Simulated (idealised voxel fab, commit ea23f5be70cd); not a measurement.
The following is a process module called voxel fin reveal.
Each square cell in cross-section cut measures 5 nm, and the section as a whole is 180 nm wide.
When this document writes out a cross-section, it uses a grid of square cells and lists it as bands, beginning at the top and moving down, with a band standing for one or more rows of cells.
The band entry comprises the height of the band's top followed by the height of its bottom, expressed in nm, and subsequently the band's materials from left to right, each stated together with its width in nm. Where a single material is marked with the word "everywhere", that material fills the band from edge to edge. The word "empty" represents empty space.
Heights from 0 (as-received wafer is one material below). Bottom band endless downward, as "0 nm and below".
You'd read "30..40" like this: the band's top row of cells is as wide as the first number, its bottom row is as wide as the second, and going down, every row changes width by the same amount as the row before did.
Any step labelled "nothing altered" changed none of the cells in the cross-section.
Empty spaces counting at least 8 cells and having no open way to the top are listed in "Listed closed voids". The notation width x height at distance is used for each, the distance being from the left edge and all three values in nm.
On a step's line, text after the settings is the simulator commenting on that step.
What "overlay nm" on a step's line means: if the step has a mask, that mask lay this far to the right of its planned place, or, when the value is negative, to the left.

[The process steps that were planned are listed below]
| 1 | op RECEIVE | material Si |
| 2 | op CONFORMAL_DEP | material SiN | thk nm 10 |
| 3 | op DIRECTIONAL_DEP | material aC | thk nm 10 |
| 4 | op PATTERN | tone cover | mask id FINS | material resist | width nm 15 | pitch nm 45 | thk nm 25 | overlay nm 0 |
| 5 | op DIRECTIONAL_ETCH | etch materials aC | depth nm 10 |
| 6 | op STRIP | etch materials resist |
| 7 | op DIRECTIONAL_ETCH | etch materials SiN | depth nm 10 |
| 8 | op DIRECTIONAL_ETCH | etch materials Si | depth nm 30 |
| 9 | op STRIP | etch materials aC |
| 10 | op FILL_DEP | material SiO2 | thk nm 10 |
| 11 | op CMP | height nm 10 |
| 12 | op SELECTIVE_ETCH | etch materials SiO2 | depth nm 30 |
| 13 | op STRIP | etch materials SiN |
| 14 | op CONFORMAL_DEP | material HfO2 | thk nm 5 |

[Cross-section of the wafer as it came to us, i.e., already through step 1]
    0 nm and below  Si everywhere
    Listed closed voids: none

[Final wafer profile in cross-section after the module, from the same start and plan as above, with one mistake made during processing]
    15 nm to 10 nm  HfO2 (65); empty (5); HfO2 (40); empty (5); HfO2 (65)
    10 nm to 5 nm  aC (60); HfO2 (5); empty (5); HfO2 (5); aC (30); HfO2 (5); empty (5); HfO2 (5); aC (60)
    5 nm to 0 nm  aC (60); HfO2 (15); aC (30); HfO2 (15); aC (60)
    0 nm to -30 nm  aC (60); Si (15); aC (30); Si (15); aC (60)
    -30 nm and below  Si everywhere
    Listed closed voids: none
Where did the run depart from the plan? step 10 changed vs plan, executed as op FILL_DEP | material aC | thk nm 10
